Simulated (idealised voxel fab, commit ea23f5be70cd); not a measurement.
The following process module bears the name voxel fin reveal.
Square cell edge 5 nm, section width 295 nm, ID cut.
Format of a cross-section: grid, square cells. Given as bands. Order: top down. Band: one or more rows of cells. Heights first: top, then bottom, in nm. Then materials, left to right, each with a width in nm. "throughout" on a single material: fills the band edge to edge. "empty": empty space. Measure heights from 0. That's the level where, below it, the as-received wafer is all one material. The lowest band is bottomless and extends downward; write it as in "0 and below". The notation "30..40" denotes a width that varies across the rows of cells in the band, beginning at the first number in the top row, finishing at the second number in the bottom row, and changing by an identical amount from each row to the next. "changes: none", as given for a step, is the statement that not any cell of the cross-section underwent a change during that step. Entry "Sealed internal voids". Content: empty spaces with no open connection to the top, size 8 cells or greater. Each: width x height at distance. Distance: from left edge. Unit: nm. Text after the settings on a step's line: the simulator's own remark on that step. Each step line may optionally specify "overlay nm", which for a step with a mask gives the rightward distance between the mask's planned place and where it lay, a negative value indicating the leftward direction.
### Set out below are the planned steps of the process
step 1: RECEIVE | material Si
step 2: CONFORMAL_DEP | material SiN | thk nm 5
step 3: PATTERN | tone cover | mask id FINS | material resist | width nm 15 | pitch nm 35 | thk nm 15 | overlay nm 0
step 4: DIRECTIONAL_ETCH | etch materials SiN | depth nm 5
step 5: DIRECTIONAL_ETCH | etch materials Si | depth nm 40
step 6: STRIP | etch materials resist
step 7: OXIDIZE | depth nm 5
step 8: FILL_DEP | material SiO2 | thk nm 5
step 9: CMP | height nm 5
step 10: SELECTIVE_ETCH | etch materials SiO2 | depth nm 20
step 11: STRIP | etch materials SiN
step 12: CONFORMAL_DEP | material SiO2 | thk nm 5
### Cross-section: wafer on arrival = after step 1
* 0 and below: Si throughout
* Sealed internal voids: none
### Wafer cross-section at module end: first of two, run to plan
* 5 down to 0: 120 empty; 15 SiO2; 20 empty; 15 SiO2; 125 empty
* 0 down to -10: 120 empty; 5 SiO2; 5 Si; 5 SiO2; 20 empty; 5 SiO2; 5 Si; 5 SiO2; 125 empty
* -10 down to -45: 125 SiO2; 5 Si; 30 SiO2; 5 Si; 130 SiO2
* -45 and below: Si throughout
* Sealed internal voids: none
### Wafer two, sectioned after the module: the first wafer's start, the first wafer's plan, and one mistake in how it was run
* 5 down to 0: 120 empty; 20 SiO2; 15 empty; 20 SiO2; 120 empty
* 0 down to -10: 120 empty; 5 SiO2; 10 Si; 5 SiO2; 15 empty; 5 SiO2; 10 Si; 5 SiO2; 120 empty
* -10 down to -45: 125 SiO2; 10 Si; 25 SiO2; 10 Si; 125 SiO2
* -45 and below: Si throughout
* Sealed internal voids: none
Heads up, the wafer didn't run the way we planned it: step 3 did not happen as planned, as run it was PATTERN | tone cover | mask id FINS | material resist | width nm 20 | pitch nm 35 | thk nm 15 | overlay nm 0
Looking at both finished wafers in cells, the second ends up ahead of or behind the first on some materials: Si +18; SiO2 -12
